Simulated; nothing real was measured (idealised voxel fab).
Name of the process module below: voxel transistor to metal
In the cross-section labelled cut, the width is 285 nm and each square cell is 5 nm.
Bands, listed from the top down, are how a cross-section gets written in this document; the cross-section itself is a grid of square cells, and a band is one or more rows of them.
What a band's entry tells you: where the top is and where the bottom is, as heights in nm, and after that what lies inside, material by material from left to right, each with its width in nm. Empty space is written as the word "blank", and a single material marked with the word "edge to edge" occupies the band from edge to edge.
Ref level 0: as-received wafer is one material below here. Bottom band extends down with no lower bound ("0 -> down").
It should be noted that a width expressed as "30..40" varies in equal increments from row to row of cells within the band, taking the value of the first number at the top row and that of the second number at the bottom row.
It should be understood that the words "all unchanged", when stated for a given step, signify that the cross-section underwent no change in any of its cells during that step.
"Non-vented voids" lists enclosed empty spaces (at least 8 cells, no open path upward to the top), each as width x height at distance from the left edge, in nm.
If you see something after the settings on a step's line, that's the simulator's own remark about that step.
The "overlay nm" setting may appear on a step's line; for a step that uses a mask, it gives how far to the right of its planned position the mask lay, and a negative value indicates the left.

# These are the steps we planned for the process
1,RECEIVE, material Si
2,OXIDIZE, depth nm 5
3,CONFORMAL_DEP, material SiN, thk nm 10
4,MASKED_ETCH, tone cover, mask id ACTIVE, width nm 100, pitch nm 130, etch materials SiN, depth nm 10, overlay nm 0
5,MASKED_ETCH, tone cover, mask id ACTIVE, width nm 100, pitch nm 130, etch materials SiO2, depth nm 5, overlay nm 0
6,MASKED_ETCH, tone cover, mask id ACTIVE, width nm 100, pitch nm 130, etch materials Si, depth nm 30, overlay nm 0
7,FILL_DEP, material SiO2, thk nm 5
8,CMP, height nm 10
9,SELECTIVE_ETCH, etch materials SiO2, depth nm 5
10,STRIP, etch materials SiN
11,SELECTIVE_ETCH, etch materials SiO2, depth nm 5
12,OXIDIZE, depth nm 5
13,DIRECTIONAL_DEP, material polySi, thk nm 25
14,DIRECTIONAL_DEP, material SiCN, thk nm 15
15,DIRECTIONAL_DEP, material aC, thk nm 15
16,PATTERN, tone cover, mask id GATE, material resist, width nm 20, pitch nm 130, thk nm 35, overlay nm 0
17,DIRECTIONAL_ETCH, etch materials aC, depth nm 15
18,STRIP, etch materials resist
19,DIRECTIONAL_ETCH, etch materials SiCN, depth nm 25
20,DIRECTIONAL_ETCH, etch materials polySi, depth nm 35
21,STRIP, etch materials aC
22,CONFORMAL_DEP, material SiO2, thk nm 5
23,DIRECTIONAL_ETCH, etch materials SiO2, depth nm 5
24,CONFORMAL_DEP, material SiN, thk nm 10
25,DIRECTIONAL_ETCH, etch materials SiN, depth nm 10
26,DIRECTIONAL_ETCH, etch materials SiO2, depth nm 5
27,EPI, material pSi, thk nm 5
28,FILL_DEP, material SiO2, thk nm 10
29,CMP, height nm 35
30,DIRECTIONAL_DEP, material SiO2, thk nm 15
31,PATTERN, tone open, mask id CONTACT, material resist, width nm 15, pitch nm 65, thk nm 20, overlay nm 0
32,DIRECTIONAL_ETCH, etch materials SiO2, depth nm 55
33,STRIP, etch materials resist
34,CONFORMAL_DEP, material TiN, thk nm 5
35,FILL_DEP, material Ru, thk nm 5
36,CMP, height nm 50
37,CONFORMAL_DEP, material SiCN, thk nm 5
38,DIRECTIONAL_DEP, material lowk, thk nm 20
39,PATTERN, tone open, mask id METAL_1, material resist, width nm 15, pitch nm 65, thk nm 15, overlay nm 0
40,DIRECTIONAL_ETCH, etch materials lowk, depth nm 20
41,DIRECTIONAL_ETCH, etch materials SiCN, depth nm 5
42,STRIP, etch materials resist
43,CONFORMAL_DEP, material TiN, thk nm 5
44,FILL_DEP, material W, thk nm 10
45,CMP, height nm 75
46,EPI, material Ru, thk nm 5
47,FILL_DEP, material SiCN, thk nm 5

# Delivered wafer in cross-section: state after step 1
  0 -> down: Si edge to edge
  Non-vented voids: none

# First of two wafers at the end of the module, shown in cross-section; run carried out as planned
  85 -> 80: SiCN edge to edge
  80 -> 75: SiCN 30, then Ru 25, then SiCN 40, then Ru 25, then SiCN 40, then Ru 25, then SiCN 40, then Ru 25, then SiCN 35
  75 -> 55: lowk 35, then TiN 5, then W 5, then TiN 5, then lowk 50, then TiN 5, then W 5, then TiN 5, then lowk 50, then TiN 5, then W 5, then TiN 5, then lowk 50, then TiN 5, then W 5, then TiN 5, then lowk 40
  55 -> 50: SiCN 35, then TiN 15, then SiCN 50, then TiN 15, then SiCN 50, then TiN 15, then SiCN 50, then TiN 15, then SiCN 40
  50 -> 35: SiO2 35, then TiN 5, then Ru 5, then TiN 5, then SiO2 50, then TiN 5, then Ru 5, then TiN 5, then SiO2 50, then TiN 5, then Ru 5, then TiN 5, then SiO2 50, then TiN 5, then Ru 5, then TiN 5, then SiO2 40
  35 -> 20: SiO2 35, then TiN 5, then Ru 5, then TiN 5, then SiN 10, then SiO2 5, then SiCN 20, then SiO2 5, then SiN 10, then TiN 5, then Ru 5, then TiN 5, then SiO2 50, then TiN 5, then Ru 5, then TiN 5, then SiN 10, then SiO2 5, then SiCN 20, then SiO2 5, then SiN 10, then TiN 5, then Ru 5, then TiN 5, then SiO2 40
  20 -> 0: SiO2 35, then TiN 5, then Ru 5, then TiN 5, then SiN 10, then SiO2 5, then polySi 20, then SiO2 5, then SiN 10, then TiN 5, then Ru 5, then TiN 5, then SiO2 50, then TiN 5, then Ru 5, then TiN 5, then SiN 10, then SiO2 5, then polySi 20, then SiO2 5, then SiN 10, then TiN 5, then Ru 5, then TiN 5, then SiO2 40
  0 -> -5: SiO2 25, then SiN 10, then TiN 15, then SiN 10, then SiO2 5, then polySi 20, then SiO2 5, then SiN 10, then TiN 15, then SiN 10, then SiO2 30, then SiN 10, then TiN 15, then SiN 10, then SiO2 5, then polySi 20, then SiO2 5, then SiN 10, then TiN 15, then SiN 10, then SiO2 30
  -5 -> -10: SiO2 35, then pSi 15, then SiO2 50, then pSi 15, then SiO2 50, then pSi 15, then SiO2 50, then pSi 15, then SiO2 40
  -10 -> -35: SiO2 25, then Si 100, then SiO2 30, then Si 100, then SiO2 30
  -35 -> down: Si edge to edge
  Non-vented voids: none

# Second wafer through the module, sectioned at the end: same beginning and same plan as the first wafer, with one mistake in carrying it out
  85 -> 80: SiCN edge to edge
  80 -> 75: SiCN 30, then Ru 25, then SiCN 40, then Ru 25, then SiCN 40, then Ru 25, then SiCN 40, then Ru 25, then SiCN 35
  75 -> 55: lowk 35, then TiN 5, then W 5, then TiN 5, then lowk 50, then TiN 5, then W 5, then TiN 5, then lowk 50, then TiN 5, then W 5, then TiN 5, then lowk 50, then TiN 5, then W 5, then TiN 5, then lowk 40
  55 -> 50: SiCN 35, then TiN 15, then SiCN 50, then TiN 15, then SiCN 50, then TiN 15, then SiCN 50, then TiN 15, then SiCN 40
  50 -> 40: SiO2 35, then TiN 5, then Ru 5, then TiN 5, then SiO2 50, then TiN 5, then Ru 5, then TiN 5, then SiO2 50, then TiN 5, then Ru 5, then TiN 5, then SiO2 50, then TiN 5, then Ru 5, then TiN 5, then SiO2 40
  40 -> 35: SiO2 35, then TiN 15, then SiO2 50, then TiN 15, then SiO2 50, then TiN 15, then SiO2 50, then TiN 15, then SiO2 40
  35 -> 20: SiO2 35, then TiN 10, then SiN 10, then SiO2 5, then SiCN 30, then SiO2 5, then SiN 10, then TiN 10, then SiO2 50, then TiN 10, then SiN 10, then SiO2 5, then SiCN 30, then SiO2 5, then SiN 10, then TiN 10, then SiO2 40
  20 -> 0: SiO2 35, then TiN 10, then SiN 10, then SiO2 5, then polySi 30, then SiO2 5, then SiN 10, then TiN 10, then SiO2 50, then TiN 10, then SiN 10, then SiO2 5, then polySi 30, then SiO2 5, then SiN 10, then TiN 10, then SiO2 40
  0 -> -5: SiO2 25, then SiN 10, then TiN 10, then SiN 10, then SiO2 5, then polySi 30, then SiO2 5, then SiN 10, then TiN 10, then SiN 10, then SiO2 30, then SiN 10, then TiN 10, then SiN 10, then SiO2 5, then polySi 30, then SiO2 5, then SiN 10, then TiN 10, then SiN 10, then SiO2 30
  -5 -> -10: SiO2 35, then pSi 10, then SiO2 60, then pSi 10, then SiO2 50, then pSi 10, then SiO2 60, then pSi 10, then SiO2 40
  -10 -> -35: SiO2 25, then Si 100, then SiO2 30, then Si 100, then SiO2 30
  -35 -> down: Si edge to edge
  Non-vented voids: none
Plan not followed: step 16 did not happen as planned, as run it was PATTERN, tone cover, mask id GATE, material resist, width nm 30, pitch nm 130, thk nm 35, overlay nm 0
At the finish, the second wafer shows more or fewer cells for some materials than the first does: 32 fewer of Ru | 12 more of SiCN | 4 more of SiO2 | 4 fewer of pSi | 20 more of polySi
